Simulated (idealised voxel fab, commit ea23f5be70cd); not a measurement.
process module | voxel gate over fins
cross-section cut | 300 nm wide | cells 5 nm
A cross-section is a grid of square cells, given in bands from the top down. A band is one or more rows of cells.
Each band's line starts with the height of the band's top and of its bottom, in nm. Then come its materials from left to right, each with its width in nm. One material with "throughout" fills the band from edge to edge. "air" is empty space.
Height 0 is the level under which the wafer as received is all one material. The lowest band goes on downwards, as in "0 down".
A width such as "30 to 40" changes by the same amount from each row of cells to the next, from the band's top row to its bottom row.
"no change" after a step means that no cell of the cross-section changed.
closed voids: empty space of 8 cells or more with no open way to the top, each as width x height at its distance from the left edge, in nm
after a step's settings: what the simulator itself notes on the step
overlay nm, on a step with a mask: how far to the right of its planned place the mask lay; to the left if negative
Each pair below shows a cross-section before one step and the cross-section after it, down to the lowest band that changed. The line under each pair gives the step between them, with its settings. The pairs can come from different runs of this module on the same starting wafer, so a pair continues from the pair above only where its "before" says so.
before
  0 down: Si throughout
  closed voids: none
after
  5 to 0: SiN throughout
  below 0: unchanged
  closed voids: none
the step between: op CONFORMAL_DEP | material SiN | thk nm 5
before: the cross-section after the pair above
after
  5 to 0: air 60 | SiN 15 | air 40 | SiN 15 | air 40 | SiN 15 | air 40 | SiN 15 | air 60
  below 0: unchanged
  closed voids: none
the step between: op MASKED_ETCH | tone cover | mask id FINS | width nm 15 | pitch nm 55 | etch materials SiN | depth nm 5 | overlay nm 0
before: the cross-section after the pair above
after
  5 to 0: air 60 | SiN 15 | air 40 | SiN 15 | air 40 | SiN 15 | air 40 | SiN 15 | air 60
  0 to -40: air 60 | Si 15 | air 40 | Si 15 | air 40 | Si 15 | air 40 | Si 15 | air 60
  below -40: unchanged
  closed voids: none
the step between: op MASKED_ETCH | tone cover | mask id FINS | width nm 15 | pitch nm 55 | etch materials Si | depth nm 40 | overlay nm 0
before: the cross-section after the pair above
after
  5 to 0: air 60 | SiN 15 | air 40 | SiN 15 | air 40 | SiN 15 | air 40 | SiN 15 | air 60
  0 to -40: air 60 | SiO2 5 | Si 5 | SiO2 5 | air 40 | SiO2 5 | Si 5 | SiO2 5 | air 40 | SiO2 5 | Si 5 | SiO2 5 | air 40 | SiO2 5 | Si 5 | SiO2 5 | air 60
  -40 to -45: SiO2 65 | Si 5 | SiO2 50 | Si 5 | SiO2 50 | Si 5 | SiO2 50 | Si 5 | SiO2 65
  below -45: unchanged
  closed voids: none
the step between: op OXIDIZE | depth nm 5
before: the cross-section after the pair above
after
  15 to 5: SiO2 throughout
  5 to 0: SiO2 60 | SiN 15 | SiO2 40 | SiN 15 | SiO2 40 | SiN 15 | SiO2 40 | SiN 15 | SiO2 60
  0 to -45: SiO2 65 | Si 5 | SiO2 50 | Si 5 | SiO2 50 | Si 5 | SiO2 50 | Si 5 | SiO2 65
  below -45: unchanged
  closed voids: none
the step between: op FILL_DEP | material SiO2 | thk nm 10
before: the cross-section after the pair above
after
  5 to 0: SiO2 60 | SiN 15 | SiO2 40 | SiN 15 | SiO2 40 | SiN 15 | SiO2 40 | SiN 15 | SiO2 60
  below 0: unchanged
  closed voids: none
the step between: op CMP | height nm 5
before: the cross-section after the pair above
after
  15 to 5: aC throughout
  below 5: unchanged
  closed voids: none
the step between: op DIRECTIONAL_DEP | material aC | thk nm 10
before: the cross-section after the pair above
after
  40 to 15: resist 85 | air 15 | resist 200
  below 15: unchanged
  closed voids: none
the step between: op PATTERN | tone open | mask id RAIL | material resist | width nm 15 | thk nm 25 | overlay nm 0
before: the cross-section after the pair above
after
  30 to 15: resist 85 | air 15 | resist 200
  15 to 5: aC 85 | air 15 | aC 200
  below 5: unchanged
  closed voids: none
the step between: op DIRECTIONAL_ETCH | etch materials aC | depth nm 10
before: the cross-section after the pair above
after
  15 to 5: aC 85 | air 15 | aC 200
  below 5: unchanged
  closed voids: none
the step between: op STRIP | etch materials resist
before: the cross-section after the pair above
after
  15 to 5: aC 85 | air 15 | aC 200
  5 to 0: SiO2 60 | SiN 15 | SiO2 10 | air 15 | SiO2 15 | SiN 15 | SiO2 40 | SiN 15 | SiO2 40 | SiN 15 | SiO2 60
  0 to -35: SiO2 65 | Si 5 | SiO2 15 | air 15 | SiO2 20 | Si 5 | SiO2 50 | Si 5 | SiO2 50 | Si 5 | SiO2 65
  below -35: unchanged
  closed voids: none
the step between: op DIRECTIONAL_ETCH | etch materials SiO2 | depth nm 40
before: the cross-section after the pair above
after
  5 to 0: SiO2 60 | SiN 15 | SiO2 10 | air 15 | SiO2 15 | SiN 15 | SiO2 40 | SiN 15 | SiO2 40 | SiN 15 | SiO2 60
  below 0: unchanged
  closed voids: none
the step between: op STRIP | etch materials aC
before: the cross-section after the pair above
after
  10 to 5: TiN 90 | air 5 | TiN 205
  5 to 0: SiO2 60 | SiN 15 | SiO2 10 | TiN 5 | air 5 | TiN 5 | SiO2 15 | SiN 15 | SiO2 40 | SiN 15 | SiO2 40 | SiN 15 | SiO2 60
  0 to -30: SiO2 65 | Si 5 | SiO2 15 | TiN 5 | air 5 | TiN 5 | SiO2 20 | Si 5 | SiO2 50 | Si 5 | SiO2 50 | Si 5 | SiO2 65
  -30 to -35: SiO2 65 | Si 5 | SiO2 15 | TiN 15 | SiO2 20 | Si 5 | SiO2 50 | Si 5 | SiO2 50 | Si 5 | SiO2 65
  below -35: unchanged
  closed voids: none
the step between: op CONFORMAL_DEP | material TiN | thk nm 5
before: the cross-section after the pair above
after
  20 to 10: W throughout
  10 to 5: TiN 90 | W 5 | TiN 205
  5 to 0: SiO2 60 | SiN 15 | SiO2 10 | TiN 5 | W 5 | TiN 5 | SiO2 15 | SiN 15 | SiO2 40 | SiN 15 | SiO2 40 | SiN 15 | SiO2 60
  0 to -30: SiO2 65 | Si 5 | SiO2 15 | TiN 5 | W 5 | TiN 5 | SiO2 20 | Si 5 | SiO2 50 | Si 5 | SiO2 50 | Si 5 | SiO2 65
  below -30: unchanged
  closed voids: none
the step between: op FILL_DEP | material W | thk nm 10
before: the cross-section after the pair above
after
  5 to 0: SiO2 60 | SiN 15 | SiO2 10 | TiN 5 | W 5 | TiN 5 | SiO2 15 | SiN 15 | SiO2 40 | SiN 15 | SiO2 40 | SiN 15 | SiO2 60
  below 0: unchanged
  closed voids: none
the step between: op CMP | height nm 5
before: the cross-section after the pair above
after
  5 to 0: SiO2 60 | SiN 15 | SiO2 10 | air 15 | SiO2 15 | SiN 15 | SiO2 40 | SiN 15 | SiO2 40 | SiN 15 | SiO2 60
  0 to -20: SiO2 65 | Si 5 | SiO2 15 | air 15 | SiO2 20 | Si 5 | SiO2 50 | Si 5 | SiO2 50 | Si 5 | SiO2 65
  below -20: unchanged
  closed voids: none
the step between: op SELECTIVE_ETCH | etch materials W Ru TiN | depth nm 25
before: the cross-section after the pair above
after
  10 to 5: SiO2 throughout
  5 to 0: SiO2 60 | SiN 15 | SiO2 40 | SiN 15 | SiO2 40 | SiN 15 | SiO2 40 | SiN 15 | SiO2 60
  0 to -20: SiO2 65 | Si 5 | SiO2 50 | Si 5 | SiO2 50 | Si 5 | SiO2 50 | Si 5 | SiO2 65
  below -20: unchanged
  closed voids: none
the step between: op FILL_DEP | material SiO2 | thk nm 5
before: the cross-section after the pair above
after
  5 to 0: SiO2 60 | SiN 15 | SiO2 40 | SiN 15 | SiO2 40 | SiN 15 | SiO2 40 | SiN 15 | SiO2 60
  below 0: unchanged
  closed voids: none
the step between: op CMP | height nm 5
before: the cross-section after the pair above
after
  5 to 0: air 60 | SiN 15 | air 40 | SiN 15 | air 40 | SiN 15 | air 40 | SiN 15 | air 60
  0 to -10: air 65 | Si 5 | air 50 | Si 5 | air 50 | Si 5 | air 50 | Si 5 | air 65
  below -10: unchanged
  closed voids: none
the step between: op SELECTIVE_ETCH | etch materials SiO2 | depth nm 15
before: the cross-section after the pair above
after
  0 to -10: air 65 | Si 5 | air 50 | Si 5 | air 50 | Si 5 | air 50 | Si 5 | air 65
  below -10: unchanged
  closed voids: none
the step between: op STRIP | etch materials SiN
before: the cross-section after the pair above
after
  5 to 0: air 60 | HfO2 15 | air 40 | HfO2 15 | air 40 | HfO2 15 | air 40 | HfO2 15 | air 60
  0 to -5: air 60 | HfO2 5 | Si 5 | HfO2 5 | air 40 | HfO2 5 | Si 5 | HfO2 5 | air 40 | HfO2 5 | Si 5 | HfO2 5 | air 40 | HfO2 5 | Si 5 | HfO2 5 | air 60
  -5 to -10: HfO2 65 | Si 5 | HfO2 50 | Si 5 | HfO2 50 | Si 5 | HfO2 50 | Si 5 | HfO2 65
  below -10: unchanged
  closed voids: none
the step between: op CONFORMAL_DEP | material HfO2 | thk nm 5
before: the cross-section after the pair above
after
  10 to 5: air 55 | TiN 25 | air 30 | TiN 25 | air 30 | TiN 25 | air 30 | TiN 25 | air 55
  5 to 0: air 55 | TiN 5 | HfO2 15 | TiN 5 | air 30 | TiN 5 | HfO2 15 | TiN 5 | air 30 | TiN 5 | HfO2 15 | TiN 5 | air 30 | TiN 5 | HfO2 15 | TiN 5 | air 55
  0 to -5: TiN 60 | HfO2 5 | Si 5 | HfO2 5 | TiN 40 | HfO2 5 | Si 5 | HfO2 5 | TiN 40 | HfO2 5 | Si 5 | HfO2 5 | TiN 40 | HfO2 5 | Si 5 | HfO2 5 | TiN 60
  below -5: unchanged
  closed voids: none
the step between: op CONFORMAL_DEP | material TiN | thk nm 5
before: the cross-section after the pair above
after
  15 to 10: air 50 | TiAl 35 | air 20 | TiAl 35 | air 20 | TiAl 35 | air 20 | TiAl 35 | air 50
  10 to 5: air 50 | TiAl 5 | TiN 25 | TiAl 5 | air 20 | TiAl 5 | TiN 25 | TiAl 5 | air 20 | TiAl 5 | TiN 25 | TiAl 5 | air 20 | TiAl 5 | TiN 25 | TiAl 5 | air 50
  5 to 0: TiAl 55 | TiN 5 | HfO2 15 | TiN 5 | TiAl 30 | TiN 5 | HfO2 15 | TiN 5 | TiAl 30 | TiN 5 | HfO2 15 | TiN 5 | TiAl 30 | TiN 5 | HfO2 15 | TiN 5 | TiAl 55
  below 0: unchanged
  closed voids: none
the step between: op CONFORMAL_DEP | material TiAl | thk nm 5
before: the cross-section after the pair above
after
  20 to 15: air 45 | TiN 45 | air 10 | TiN 45 | air 10 | TiN 45 | air 10 | TiN 45 | air 45
  15 to 10: air 45 | TiN 5 | TiAl 35 | TiN 5 | air 10 | TiN 5 | TiAl 35 | TiN 5 | air 10 | TiN 5 | TiAl 35 | TiN 5 | air 10 | TiN 5 | TiAl 35 | TiN 5 | air 45
  10 to 5: TiN 50 | TiAl 5 | TiN 25 | TiAl 5 | TiN 20 | TiAl 5 | TiN 25 | TiAl 5 | TiN 20 | TiAl 5 | TiN 25 | TiAl 5 | TiN 20 | TiAl 5 | TiN 25 | TiAl 5 | TiN 50
  below 5: unchanged
  closed voids: none
the step between: op CONFORMAL_DEP | material TiN | thk nm 5
before: the cross-section after the pair above
after
  35 to 20: W throughout
  20 to 15: W 45 | TiN 45 | W 10 | TiN 45 | W 10 | TiN 45 | W 10 | TiN 45 | W 45
  15 to 10: W 45 | TiN 5 | TiAl 35 | TiN 5 | W 10 | TiN 5 | TiAl 35 | TiN 5 | W 10 | TiN 5 | TiAl 35 | TiN 5 | W 10 | TiN 5 | TiAl 35 | TiN 5 | W 45
  below 10: unchanged
  closed voids: none
the step between: op FILL_DEP | material W | thk nm 15
before: the cross-section after the pair above
after
  30 to 20: W throughout
  below 20: unchanged
  closed voids: none
the step between: op CMP | height nm 30
before: the cross-section after the pair above
after
  35 to 30: SiN throughout
  below 30: unchanged
  closed voids: none
the step between: op CONFORMAL_DEP | material SiN | thk nm 5
before
  0 to -10: air 65 | Si 5 | air 50 | Si 5 | air 50 | Si 5 | air 50 | Si 5 | air 65
  -10 to -20: SiO2 65 | Si 5 | SiO2 50 | Si 5 | SiO2 50 | Si 5 | SiO2 50 | Si 5 | SiO2 65
  -20 to -30: SiO2 65 | Si 5 | SiO2 15 | TiN 5 | W 5 | TiN 5 | SiO2 20 | Si 5 | SiO2 50 | Si 5 | SiO2 50 | Si 5 | SiO2 65
  -30 to -35: SiO2 65 | Si 5 | SiO2 15 | TiN 15 | SiO2 20 | Si 5 | SiO2 50 | Si 5 | SiO2 50 | Si 5 | SiO2 65
  -35 to -45: SiO2 65 | Si 5 | SiO2 50 | Si 5 | SiO2 50 | Si 5 | SiO2 50 | Si 5 | SiO2 65
  -45 down: Si throughout
  closed voids: none
after
  5 to 0: air 60 | TiN 15 | air 40 | TiN 15 | air 40 | TiN 15 | air 40 | TiN 15 | air 60
  0 to -5: air 60 | TiN 5 | Si 5 | TiN 5 | air 40 | TiN 5 | Si 5 | TiN 5 | air 40 | TiN 5 | Si 5 | TiN 5 | air 40 | TiN 5 | Si 5 | TiN 5 | air 60
  -5 to -10: TiN 65 | Si 5 | TiN 50 | Si 5 | TiN 50 | Si 5 | TiN 50 | Si 5 | TiN 65
  below -10: unchanged
  closed voids: none
the step between: op CONFORMAL_DEP | material TiN | thk nm 5
before: the cross-section after the pair above
after
  10 to 5: air 55 | TiAl 25 | air 30 | TiAl 25 | air 30 | TiAl 25 | air 30 | TiAl 25 | air 55
  5 to 0: air 55 | TiAl 5 | TiN 15 | TiAl 5 | air 30 | TiAl 5 | TiN 15 | TiAl 5 | air 30 | TiAl 5 | TiN 15 | TiAl 5 | air 30 | TiAl 5 | TiN 15 | TiAl 5 | air 55
  0 to -5: TiAl 60 | TiN 5 | Si 5 | TiN 5 | TiAl 40 | TiN 5 | Si 5 | TiN 5 | TiAl 40 | TiN 5 | Si 5 | TiN 5 | TiAl 40 | TiN 5 | Si 5 | TiN 5 | TiAl 60
  below -5: unchanged
  closed voids: none
the step between: op CONFORMAL_DEP | material TiAl | thk nm 5
before: the cross-section after the pair above
after
  15 to 10: air 50 | TiN 35 | air 20 | TiN 35 | air 20 | TiN 35 | air 20 | TiN 35 | air 50
  10 to 5: air 50 | TiN 5 | TiAl 25 | TiN 5 | air 20 | TiN 5 | TiAl 25 | TiN 5 | air 20 | TiN 5 | TiAl 25 | TiN 5 | air 20 | TiN 5 | TiAl 25 | TiN 5 | air 50
  5 to 0: TiN 55 | TiAl 5 | TiN 15 | TiAl 5 | TiN 30 | TiAl 5 | TiN 15 | TiAl 5 | TiN 30 | TiAl 5 | TiN 15 | TiAl 5 | TiN 30 | TiAl 5 | TiN 15 | TiAl 5 | TiN 55
  below 0: unchanged
  closed voids: none
the step between: op CONFORMAL_DEP | material TiN | thk nm 5
before: the cross-section after the pair above
after
  30 to 15: W throughout
  15 to 10: W 50 | TiN 35 | W 20 | TiN 35 | W 20 | TiN 35 | W 20 | TiN 35 | W 50
  10 to 5: W 50 | TiN 5 | TiAl 25 | TiN 5 | W 20 | TiN 5 | TiAl 25 | TiN 5 | W 20 | TiN 5 | TiAl 25 | TiN 5 | W 20 | TiN 5 | TiAl 25 | TiN 5 | W 50
  below 5: unchanged
  closed voids: none
the step between: op FILL_DEP | material W | thk nm 15
before: the cross-section after the pair above
after
  35 to 30: SiN throughout
  below 30: unchanged
  closed voids: none
the step between: op CONFORMAL_DEP | material SiN | thk nm 5
before
  5 to 0: air 60 | SiN 15 | air 40 | SiN 15 | air 40 | SiN 15 | air 40 | SiN 15 | air 60
  0 to -10: air 65 | Si 5 | air 50 | Si 5 | air 50 | Si 5 | air 50 | Si 5 | air 65
  -10 to -20: SiO2 65 | Si 5 | SiO2 50 | Si 5 | SiO2 50 | Si 5 | SiO2 50 | Si 5 | SiO2 65
  -20 to -30: SiO2 65 | Si 5 | SiO2 15 | TiN 5 | W 5 | TiN 5 | SiO2 20 | Si 5 | SiO2 50 | Si 5 | SiO2 50 | Si 5 | SiO2 65
  -30 to -35: SiO2 65 | Si 5 | SiO2 15 | TiN 15 | SiO2 20 | Si 5 | SiO2 50 | Si 5 | SiO2 50 | Si 5 | SiO2 65
  -35 to -45: SiO2 65 | Si 5 | SiO2 50 | Si 5 | SiO2 50 | Si 5 | SiO2 50 | Si 5 | SiO2 65
  -45 down: Si throughout
  closed voids: none
after
  5 to 0: air 60 | SiN 15 | air 40 | SiN 15 | air 40 | SiN 15 | air 40 | SiN 15 | air 60
  0 to -20: air 65 | Si 5 | air 50 | Si 5 | air 50 | Si 5 | air 50 | Si 5 | air 65
  -20 to -25: air 65 | Si 5 | air 15 | TiN 5 | W 5 | TiN 5 | air 20 | Si 5 | air 50 | Si 5 | air 50 | Si 5 | air 65
  below -25: unchanged
  closed voids: none
the step between: op SELECTIVE_ETCH | etch materials SiO2 | depth nm 15
before: the cross-section after the pair above
after
  0 to -20: air 65 | Si 5 | air 50 | Si 5 | air 50 | Si 5 | air 50 | Si 5 | air 65
  below -20: unchanged
  closed voids: none
the step between: op STRIP | etch materials SiN
before: the cross-section after the pair above
after
  5 to 0: air 60 | HfO2 15 | air 40 | HfO2 15 | air 40 | HfO2 15 | air 40 | HfO2 15 | air 60
  0 to -15: air 60 | HfO2 5 | Si 5 | HfO2 5 | air 40 | HfO2 5 | Si 5 | HfO2 5 | air 40 | HfO2 5 | Si 5 | HfO2 5 | air 40 | HfO2 5 | Si 5 | HfO2 5 | air 60
  -15 to -20: air 60 | HfO2 5 | Si 5 | HfO2 5 | air 5 | HfO2 25 | air 10 | HfO2 5 | Si 5 | HfO2 5 | air 40 | HfO2 5 | Si 5 | HfO2 5 | air 40 | HfO2 5 | Si 5 | HfO2 5 | air 60
  -20 to -25: HfO2 65 | Si 5 | HfO2 15 | TiN 5 | W 5 | TiN 5 | HfO2 20 | Si 5 | HfO2 50 | Si 5 | HfO2 50 | Si 5 | HfO2 65
  below -25: unchanged
  closed voids: none
the step between: op CONFORMAL_DEP | material HfO2 | thk nm 5
before: the cross-section after the pair above
after
  10 to 5: air 55 | TiN 25 | air 30 | TiN 25 | air 30 | TiN 25 | air 30 | TiN 25 | air 55
  5 to 0: air 55 | TiN 5 | HfO2 15 | TiN 5 | air 30 | TiN 5 | HfO2 15 | TiN 5 | air 30 | TiN 5 | HfO2 15 | TiN 5 | air 30 | TiN 5 | HfO2 15 | TiN 5 | air 55
  0 to -10: air 55 | TiN 5 | HfO2 5 | Si 5 | HfO2 5 | TiN 5 | air 30 | TiN 5 | HfO2 5 | Si 5 | HfO2 5 | TiN 5 | air 30 | TiN 5 | HfO2 5 | Si 5 | HfO2 5 | TiN 5 | air 30 | TiN 5 | HfO2 5 | Si 5 | HfO2 5 | TiN 5 | air 55
  -10 to -15: air 55 | TiN 5 | HfO2 5 | Si 5 | HfO2 5 | TiN 40 | HfO2 5 | Si 5 | HfO2 5 | TiN 5 | air 30 | TiN 5 | HfO2 5 | Si 5 | HfO2 5 | TiN 5 | air 30 | TiN 5 | HfO2 5 | Si 5 | HfO2 5 | TiN 5 | air 55
  -15 to -20: TiN 60 | HfO2 5 | Si 5 | HfO2 5 | TiN 5 | HfO2 25 | TiN 10 | HfO2 5 | Si 5 | HfO2 5 | TiN 40 | HfO2 5 | Si 5 | HfO2 5 | TiN 40 | HfO2 5 | Si 5 | HfO2 5 | TiN 60
  below -20: unchanged
  closed voids: none
the step between: op CONFORMAL_DEP | material TiN | thk nm 5
before: the cross-section after the pair above
after
  15 to 10: air 50 | TiAl 35 | air 20 | TiAl 35 | air 20 | TiAl 35 | air 20 | TiAl 35 | air 50
  10 to 5: air 50 | TiAl 5 | TiN 25 | TiAl 5 | air 20 | TiAl 5 | TiN 25 | TiAl 5 | air 20 | TiAl 5 | TiN 25 | TiAl 5 | air 20 | TiAl 5 | TiN 25 | TiAl 5 | air 50
  5 to 0: air 50 | TiAl 5 | TiN 5 | HfO2 15 | TiN 5 | TiAl 5 | air 20 | TiAl 5 | TiN 5 | HfO2 15 | TiN 5 | TiAl 5 | air 20 | TiAl 5 | TiN 5 | HfO2 15 | TiN 5 | TiAl 5 | air 20 | TiAl 5 | TiN 5 | HfO2 15 | TiN 5 | TiAl 5 | air 50
  0 to -5: air 50 | TiAl 5 | TiN 5 | HfO2 5 | Si 5 | HfO2 5 | TiN 5 | TiAl 5 | air 20 | TiAl 5 | TiN 5 | HfO2 5 | Si 5 | HfO2 5 | TiN 5 | TiAl 5 | air 20 | TiAl 5 | TiN 5 | HfO2 5 | Si 5 | HfO2 5 | TiN 5 | TiAl 5 | air 20 | TiAl 5 | TiN 5 | HfO2 5 | Si 5 | HfO2 5 | TiN 5 | TiAl 5 | air 50
  -5 to -10: air 50 | TiAl 5 | TiN 5 | HfO2 5 | Si 5 | HfO2 5 | TiN 5 | TiAl 30 | TiN 5 | HfO2 5 | Si 5 | HfO2 5 | TiN 5 | TiAl 5 | air 20 | TiAl 5 | TiN 5 | HfO2 5 | Si 5 | HfO2 5 | TiN 5 | TiAl 5 | air 20 | TiAl 5 | TiN 5 | HfO2 5 | Si 5 | HfO2 5 | TiN 5 | TiAl 5 | air 50
  -10 to -15: TiAl 55 | TiN 5 | HfO2 5 | Si 5 | HfO2 5 | TiN 40 | HfO2 5 | Si 5 | HfO2 5 | TiN 5 | TiAl 30 | TiN 5 | HfO2 5 | Si 5 | HfO2 5 | TiN 5 | TiAl 30 | TiN 5 | HfO2 5 | Si 5 | HfO2 5 | TiN 5 | TiAl 55
  below -15: unchanged
  closed voids: none
the step between: op CONFORMAL_DEP | material TiAl | thk nm 5
before: the cross-section after the pair above
after
  20 to 15: air 45 | TiN 45 | air 10 | TiN 45 | air 10 | TiN 45 | air 10 | TiN 45 | air 45
  15 to 10: air 45 | TiN 5 | TiAl 35 | TiN 5 | air 10 | TiN 5 | TiAl 35 | TiN 5 | air 10 | TiN 5 | TiAl 35 | TiN 5 | air 10 | TiN 5 | TiAl 35 | TiN 5 | air 45
  10 to 5: air 45 | TiN 5 | TiAl 5 | TiN 25 | TiAl 5 | TiN 5 | air 10 | TiN 5 | TiAl 5 | TiN 25 | TiAl 5 | TiN 5 | air 10 | TiN 5 | TiAl 5 | TiN 25 | TiAl 5 | TiN 5 | air 10 | TiN 5 | TiAl 5 | TiN 25 | TiAl 5 | TiN 5 | air 45
  5 to 0: air 45 | TiN 5 | TiAl 5 | TiN 5 | HfO2 15 | TiN 5 | TiAl 5 | TiN 5 | air 10 | TiN 5 | TiAl 5 | TiN 5 | HfO2 15 | TiN 5 | TiAl 5 | TiN 5 | air 10 | TiN 5 | TiAl 5 | TiN 5 | HfO2 15 | TiN 5 | TiAl 5 | TiN 5 | air 10 | TiN 5 | TiAl 5 | TiN 5 | HfO2 15 | TiN 5 | TiAl 5 | TiN 5 | air 45
  0 to -5: air 45 | TiN 5 | TiAl 5 | TiN 5 | HfO2 5 | Si 5 | HfO2 5 | TiN 5 | TiAl 5 | TiN 20 | TiAl 5 | TiN 5 | HfO2 5 | Si 5 | HfO2 5 | TiN 5 | TiAl 5 | TiN 5 | air 10 | TiN 5 | TiAl 5 | TiN 5 | HfO2 5 | Si 5 | HfO2 5 | TiN 5 | TiAl 5 | TiN 5 | air 10 | TiN 5 | TiAl 5 | TiN 5 | HfO2 5 | Si 5 | HfO2 5 | TiN 5 | TiAl 5 | TiN 5 | air 45
  -5 to -10: TiN 50 | TiAl 5 | TiN 5 | HfO2 5 | Si 5 | HfO2 5 | TiN 5 | TiAl 30 | TiN 5 | HfO2 5 | Si 5 | HfO2 5 | TiN 5 | TiAl 5 | TiN 20 | TiAl 5 | TiN 5 | HfO2 5 | Si 5 | HfO2 5 | TiN 5 | TiAl 5 | TiN 20 | TiAl 5 | TiN 5 | HfO2 5 | Si 5 | HfO2 5 | TiN 5 | TiAl 5 | TiN 50
  below -10: unchanged
  closed voids: none
the step between: op CONFORMAL_DEP | material TiN | thk nm 5
before: the cross-section after the pair above
after
  35 to 20: W throughout
  20 to 15: W 45 | TiN 45 | W 10 | TiN 45 | W 10 | TiN 45 | W 10 | TiN 45 | W 45
  15 to 10: W 45 | TiN 5 | TiAl 35 | TiN 5 | W 10 | TiN 5 | TiAl 35 | TiN 5 | W 10 | TiN 5 | TiAl 35 | TiN 5 | W 10 | TiN 5 | TiAl 35 | TiN 5 | W 45
  10 to 5: W 45 | TiN 5 | TiAl 5 | TiN 25 | TiAl 5 | TiN 5 | W 10 | TiN 5 | TiAl 5 | TiN 25 | TiAl 5 | TiN 5 | W 10 | TiN 5 | TiAl 5 | TiN 25 | TiAl 5 | TiN 5 | W 10 | TiN 5 | TiAl 5 | TiN 25 | TiAl 5 | TiN 5 | W 45
  5 to 0: W 45 | TiN 5 | TiAl 5 | TiN 5 | HfO2 15 | TiN 5 | TiAl 5 | TiN 5 | W 10 | TiN 5 | TiAl 5 | TiN 5 | HfO2 15 | TiN 5 | TiAl 5 | TiN 5 | W 10 | TiN 5 | TiAl 5 | TiN 5 | HfO2 15 | TiN 5 | TiAl 5 | TiN 5 | W 10 | TiN 5 | TiAl 5 | TiN 5 | HfO2 15 | TiN 5 | TiAl 5 | TiN 5 | W 45
  0 to -5: W 45 | TiN 5 | TiAl 5 | TiN 5 | HfO2 5 | Si 5 | HfO2 5 | TiN 5 | TiAl 5 | TiN 20 | TiAl 5 | TiN 5 | HfO2 5 | Si 5 | HfO2 5 | TiN 5 | TiAl 5 | TiN 5 | W 10 | TiN 5 | TiAl 5 | TiN 5 | HfO2 5 | Si 5 | HfO2 5 | TiN 5 | TiAl 5 | TiN 5 | W 10 | TiN 5 | TiAl 5 | TiN 5 | HfO2 5 | Si 5 | HfO2 5 | TiN 5 | TiAl 5 | TiN 5 | W 45
  below -5: unchanged
  closed voids: none
the step between: op FILL_DEP | material W | thk nm 15
before: the cross-section after the pair above
after
  30 to 20: W throughout
  below 20: unchanged
  closed voids: none
the step between: op CMP | height nm 30
before: the cross-section after the pair above
after
  35 to 30: SiN throughout
  below 30: unchanged
  closed voids: none
the step between: op CONFORMAL_DEP | material SiN | thk nm 5
before
  5 to 0: air 60 | HfO2 15 | air 40 | HfO2 15 | air 40 | HfO2 15 | air 40 | HfO2 15 | air 60
  0 to -5: air 60 | HfO2 5 | Si 5 | HfO2 5 | air 40 | HfO2 5 | Si 5 | HfO2 5 | air 40 | HfO2 5 | Si 5 | HfO2 5 | air 40 | HfO2 5 | Si 5 | HfO2 5 | air 60
  -5 to -10: HfO2 65 | Si 5 | HfO2 50 | Si 5 | HfO2 50 | Si 5 | HfO2 50 | Si 5 | HfO2 65
  -10 to -20: SiO2 65 | Si 5 | SiO2 50 | Si 5 | SiO2 50 | Si 5 | SiO2 50 | Si 5 | SiO2 65
  -20 to -30: SiO2 65 | Si 5 | SiO2 15 | TiN 5 | W 5 | TiN 5 | SiO2 20 | Si 5 | SiO2 50 | Si 5 | SiO2 50 | Si 5 | SiO2 65
  -30 to -35: SiO2 65 | Si 5 | SiO2 15 | TiN 15 | SiO2 20 | Si 5 | SiO2 50 | Si 5 | SiO2 50 | Si 5 | SiO2 65
  -35 to -45: SiO2 65 | Si 5 | SiO2 50 | Si 5 | SiO2 50 | Si 5 | SiO2 50 | Si 5 | SiO2 65
  -45 down: Si throughout
  closed voids: none
after
  10 to 5: air 55 | TiAl 25 | air 30 | TiAl 25 | air 30 | TiAl 25 | air 30 | TiAl 25 | air 55
  5 to 0: air 55 | TiAl 5 | HfO2 15 | TiAl 5 | air 30 | TiAl 5 | HfO2 15 | TiAl 5 | air 30 | TiAl 5 | HfO2 15 | TiAl 5 | air 30 | TiAl 5 | HfO2 15 | TiAl 5 | air 55
  0 to -5: TiAl 60 | HfO2 5 | Si 5 | HfO2 5 | TiAl 40 | HfO2 5 | Si 5 | HfO2 5 | TiAl 40 | HfO2 5 | Si 5 | HfO2 5 | TiAl 40 | HfO2 5 | Si 5 | HfO2 5 | TiAl 60
  below -5: unchanged
  closed voids: none
the step between: op CONFORMAL_DEP | material TiAl | thk nm 5
before: the cross-section after the pair above
after
  15 to 10: air 50 | TiN 35 | air 20 | TiN 35 | air 20 | TiN 35 | air 20 | TiN 35 | air 50
  10 to 5: air 50 | TiN 5 | TiAl 25 | TiN 5 | air 20 | TiN 5 | TiAl 25 | TiN 5 | air 20 | TiN 5 | TiAl 25 | TiN 5 | air 20 | TiN 5 | TiAl 25 | TiN 5 | air 50
  5 to 0: TiN 55 | TiAl 5 | HfO2 15 | TiAl 5 | TiN 30 | TiAl 5 | HfO2 15 | TiAl 5 | TiN 30 | TiAl 5 | HfO2 15 | TiAl 5 | TiN 30 | TiAl 5 | HfO2 15 | TiAl 5 | TiN 55
  below 0: unchanged
  closed voids: none
the step between: op CONFORMAL_DEP | material TiN | thk nm 5
before: the cross-section after the pair above
after
  20 to 10: air 45 | TiN 45 | air 10 | TiN 45 | air 10 | TiN 45 | air 10 | TiN 45 | air 45
  10 to 5: TiN 55 | TiAl 25 | TiN 30 | TiAl 25 | TiN 30 | TiAl 25 | TiN 30 | TiAl 25 | TiN 55
  below 5: unchanged
  closed voids: none
the step between: op CONFORMAL_DEP | material TiN | thk nm 5
before: the cross-section after the pair above
after
  35 to 20: W throughout
  20 to 10: W 45 | TiN 45 | W 10 | TiN 45 | W 10 | TiN 45 | W 10 | TiN 45 | W 45
  below 10: unchanged
  closed voids: none
the step between: op FILL_DEP | material W | thk nm 15
before: the cross-section after the pair above
after
  30 to 20: W throughout
  below 20: unchanged
  closed voids: none
the step between: op CMP | height nm 30
before: the cross-section after the pair above
after
  35 to 30: SiN throughout
  below 30: unchanged
  closed voids: none
the step between: op CONFORMAL_DEP | material SiN | thk nm 5
